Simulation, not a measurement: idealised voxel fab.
This section sets out a process module, namely voxel trench capacitor.
Square cells of 5 nm make up the cross-section cut, whose width is 225 nm.
If you're reading a cross-section in this doc, picture square cells in a grid; it comes to you as bands, top ones listed first down to the bottom, and a band can be one or more rows of cells.
Basically the band line says how high the top is and how high the bottom is, in nm, and then what's in it from left to right, every material with its width in nm. Empty space shows up as "air", and if a single material carries "all across" it runs the full band edge to edge.
Measure heights from 0. That's the level where, below it, the as-received wafer is all one material. The lowest band is bottomless and extends downward; write it as in "0..down".
The width entry "30 to 40" should be interpreted row by row: the top row of cells in the band takes the first number, the bottom row takes the second number, and the change between adjacent rows is uniform throughout.
"stayed the same" (step): cross-section cells unchanged, all of them.
Any empty space of 8 cells or more lacking an open way to the top shows up in "Encapsulated voids" as width x height at distance, distance from the left edge, in nm.
Note: text after step settings on the step line = simulator remark on that step.
Regarding "overlay nm": on a step with a mask, it is the distance the mask lay to the right of its planned place; a negative value places it to the left.
The planned process steps are enumerated hereunder:
1,RECEIVE with material Si
2,CONFORMAL_DEP with material SiN, thk nm 5
3,MASKED_ETCH with tone open, mask id TRENCH, width nm 25, pitch nm 50, etch materials SiN, depth nm 5, overlay nm 0
4,MASKED_ETCH with tone open, mask id TRENCH, width nm 25, pitch nm 50, etch materials Si, depth nm 40, overlay nm 0
5,CONFORMAL_DEP with material HfO2, thk nm 5
6,CONFORMAL_DEP with material TiN, thk nm 5
7,FILL_DEP with material W, thk nm 5
8,CMP with height nm 5
First wafer of two (run as planned):
As received (post step 1): cross-section:
	0..down | Si all across
	Encapsulated voids: none
Wafer section view after processing step 2:
	5..0 | SiN all across
	Under 0: no change, same as before.
Wafer section view after processing step 3:
	5..0 | 25 SiN, then 25 air, then 25 SiN, then 25 air, then 25 SiN, then 25 air, then 25 SiN, then 25 air, then 25 SiN
	Under 0: no change, same as before.
Wafer section view after processing step 4:
	5..0 | 25 SiN, then 25 air, then 25 SiN, then 25 air, then 25 SiN, then 25 air, then 25 SiN, then 25 air, then 25 SiN
	0..-40 | 25 Si, then 25 air, then 25 Si, then 25 air, then 25 Si, then 25 air, then 25 Si, then 25 air, then 25 Si
	Under -40: no change, same as before.
Wafer section view after processing step 5:
	10..5 | 30 HfO2, then 15 air, then 35 HfO2, then 15 air, then 35 HfO2, then 15 air, then 35 HfO2, then 15 air, then 30 HfO2
	5..0 | 25 SiN, then 5 HfO2, then 15 air, then 5 HfO2, then 25 SiN, then 5 HfO2, then 15 air, then 5 HfO2, then 25 SiN, then 5 HfO2, then 15 air, then 5 HfO2, then 25 SiN, then 5 HfO2, then 15 air, then 5 HfO2, then 25 SiN
	0..-35 | 25 Si, then 5 HfO2, then 15 air, then 5 HfO2, then 25 Si, then 5 HfO2, then 15 air, then 5 HfO2, then 25 Si, then 5 HfO2, then 15 air, then 5 HfO2, then 25 Si, then 5 HfO2, then 15 air, then 5 HfO2, then 25 Si
	-35..-40 | 25 Si, then 25 HfO2, then 25 Si, then 25 HfO2, then 25 Si, then 25 HfO2, then 25 Si, then 25 HfO2, then 25 Si
	Under -40: no change, same as before.
Wafer section view after processing step 6:
	15..10 | 35 TiN, then 5 air, then 45 TiN, then 5 air, then 45 TiN, then 5 air, then 45 TiN, then 5 air, then 35 TiN
	10..5 | 30 HfO2, then 5 TiN, then 5 air, then 5 TiN, then 35 HfO2, then 5 TiN, then 5 air, then 5 TiN, then 35 HfO2, then 5 TiN, then 5 air, then 5 TiN, then 35 HfO2, then 5 TiN, then 5 air, then 5 TiN, then 30 HfO2
	5..0 | 25 SiN, then 5 HfO2, then 5 TiN, then 5 air, then 5 TiN, then 5 HfO2, then 25 SiN, then 5 HfO2, then 5 TiN, then 5 air, then 5 TiN, then 5 HfO2, then 25 SiN, then 5 HfO2, then 5 TiN, then 5 air, then 5 TiN, then 5 HfO2, then 25 SiN, then 5 HfO2, then 5 TiN, then 5 air, then 5 TiN, then 5 HfO2, then 25 SiN
	0..-30 | 25 Si, then 5 HfO2, then 5 TiN, then 5 air, then 5 TiN, then 5 HfO2, then 25 Si, then 5 HfO2, then 5 TiN, then 5 air, then 5 TiN, then 5 HfO2, then 25 Si, then 5 HfO2, then 5 TiN, then 5 air, then 5 TiN, then 5 HfO2, then 25 Si, then 5 HfO2, then 5 TiN, then 5 air, then 5 TiN, then 5 HfO2, then 25 Si
	-30..-35 | 25 Si, then 5 HfO2, then 15 TiN, then 5 HfO2, then 25 Si, then 5 HfO2, then 15 TiN, then 5 HfO2, then 25 Si, then 5 HfO2, then 15 TiN, then 5 HfO2, then 25 Si, then 5 HfO2, then 15 TiN, then 5 HfO2, then 25 Si
	Under -35: no change, same as before.
Wafer section view after processing step 7:
	20..15 | W all across
	15..10 | 35 TiN, then 5 W, then 45 TiN, then 5 W, then 45 TiN, then 5 W, then 45 TiN, then 5 W, then 35 TiN
	10..5 | 30 HfO2, then 5 TiN, then 5 W, then 5 TiN, then 35 HfO2, then 5 TiN, then 5 W, then 5 TiN, then 35 HfO2, then 5 TiN, then 5 W, then 5 TiN, then 35 HfO2, then 5 TiN, then 5 W, then 5 TiN, then 30 HfO2
	5..0 | 25 SiN, then 5 HfO2, then 5 TiN, then 5 W, then 5 TiN, then 5 HfO2, then 25 SiN, then 5 HfO2, then 5 TiN, then 5 W, then 5 TiN, then 5 HfO2, then 25 SiN, then 5 HfO2, then 5 TiN, then 5 W, then 5 TiN, then 5 HfO2, then 25 SiN, then 5 HfO2, then 5 TiN, then 5 W, then 5 TiN, then 5 HfO2, then 25 SiN
	0..-30 | 25 Si, then 5 HfO2, then 5 TiN, then 5 W, then 5 TiN, then 5 HfO2, then 25 Si, then 5 HfO2, then 5 TiN, then 5 W, then 5 TiN, then 5 HfO2, then 25 Si, then 5 HfO2, then 5 TiN, then 5 W, then 5 TiN, then 5 HfO2, then 25 Si, then 5 HfO2, then 5 TiN, then 5 W, then 5 TiN, then 5 HfO2, then 25 Si
	Under -30: no change, same as before.
Wafer section view after processing step 8:
	5..0 | 25 SiN, then 5 HfO2, then 5 TiN, then 5 W, then 5 TiN, then 5 HfO2, then 25 SiN, then 5 HfO2, then 5 TiN, then 5 W, then 5 TiN, then 5 HfO2, then 25 SiN, then 5 HfO2, then 5 TiN, then 5 W, then 5 TiN, then 5 HfO2, then 25 SiN, then 5 HfO2, then 5 TiN, then 5 W, then 5 TiN, then 5 HfO2, then 25 SiN
	Under 0: no change, same as before.
Wafer two of the pair: same origin, same plan, one error during the run; identical to wafer one up to and including step 4:
when step 5 should have ended:
	10..0 | 30 SiN, then 15 air, then 35 SiN, then 15 air, then 35 SiN, then 15 air, then 35 SiN, then 15 air, then 30 SiN
	0..-35 | 25 Si, then 5 SiN, then 15 air, then 5 SiN, then 25 Si, then 5 SiN, then 15 air, then 5 SiN, then 25 Si, then 5 SiN, then 15 air, then 5 SiN, then 25 Si, then 5 SiN, then 15 air, then 5 SiN, then 25 Si
	-35..-40 | 25 Si, then 25 SiN, then 25 Si, then 25 SiN, then 25 Si, then 25 SiN, then 25 Si, then 25 SiN, then 25 Si
	Under -40: no change, same as before.
when step 6 should have ended:
	15..10 | 35 TiN, then 5 air, then 45 TiN, then 5 air, then 45 TiN, then 5 air, then 45 TiN, then 5 air, then 35 TiN
	10..0 | 30 SiN, then 5 TiN, then 5 air, then 5 TiN, then 35 SiN, then 5 TiN, then 5 air, then 5 TiN, then 35 SiN, then 5 TiN, then 5 air, then 5 TiN, then 35 SiN, then 5 TiN, then 5 air, then 5 TiN, then 30 SiN
	0..-30 | 25 Si, then 5 SiN, then 5 TiN, then 5 air, then 5 TiN, then 5 SiN, then 25 Si, then 5 SiN, then 5 TiN, then 5 air, then 5 TiN, then 5 SiN, then 25 Si, then 5 SiN, then 5 TiN, then 5 air, then 5 TiN, then 5 SiN, then 25 Si, then 5 SiN, then 5 TiN, then 5 air, then 5 TiN, then 5 SiN, then 25 Si
	-30..-35 | 25 Si, then 5 SiN, then 15 TiN, then 5 SiN, then 25 Si, then 5 SiN, then 15 TiN, then 5 SiN, then 25 Si, then 5 SiN, then 15 TiN, then 5 SiN, then 25 Si, then 5 SiN, then 15 TiN, then 5 SiN, then 25 Si
	Under -35: no change, same as before.
when step 7 should have ended:
	20..15 | W all across
	15..10 | 35 TiN, then 5 W, then 45 TiN, then 5 W, then 45 TiN, then 5 W, then 45 TiN, then 5 W, then 35 TiN
	10..0 | 30 SiN, then 5 TiN, then 5 W, then 5 TiN, then 35 SiN, then 5 TiN, then 5 W, then 5 TiN, then 35 SiN, then 5 TiN, then 5 W, then 5 TiN, then 35 SiN, then 5 TiN, then 5 W, then 5 TiN, then 30 SiN
	0..-30 | 25 Si, then 5 SiN, then 5 TiN, then 5 W, then 5 TiN, then 5 SiN, then 25 Si, then 5 SiN, then 5 TiN, then 5 W, then 5 TiN, then 5 SiN, then 25 Si, then 5 SiN, then 5 TiN, then 5 W, then 5 TiN, then 5 SiN, then 25 Si, then 5 SiN, then 5 TiN, then 5 W, then 5 TiN, then 5 SiN, then 25 Si
	Under -30: no change, same as before.
when step 8 should have ended:
	5..0 | 30 SiN, then 5 TiN, then 5 W, then 5 TiN, then 35 SiN, then 5 TiN, then 5 W, then 5 TiN, then 35 SiN, then 5 TiN, then 5 W, then 5 TiN, then 35 SiN, then 5 TiN, then 5 W, then 5 TiN, then 30 SiN
	Under 0: no change, same as before.
what went wrong: step 5 was processed under conditions differing from the plan, specifically as CONFORMAL_DEP with material SiN, thk nm 5
FYI, end of process, the second wafer has more or fewer cells of some materials than the first: 84 fewer of HfO2; 84 more of SiN
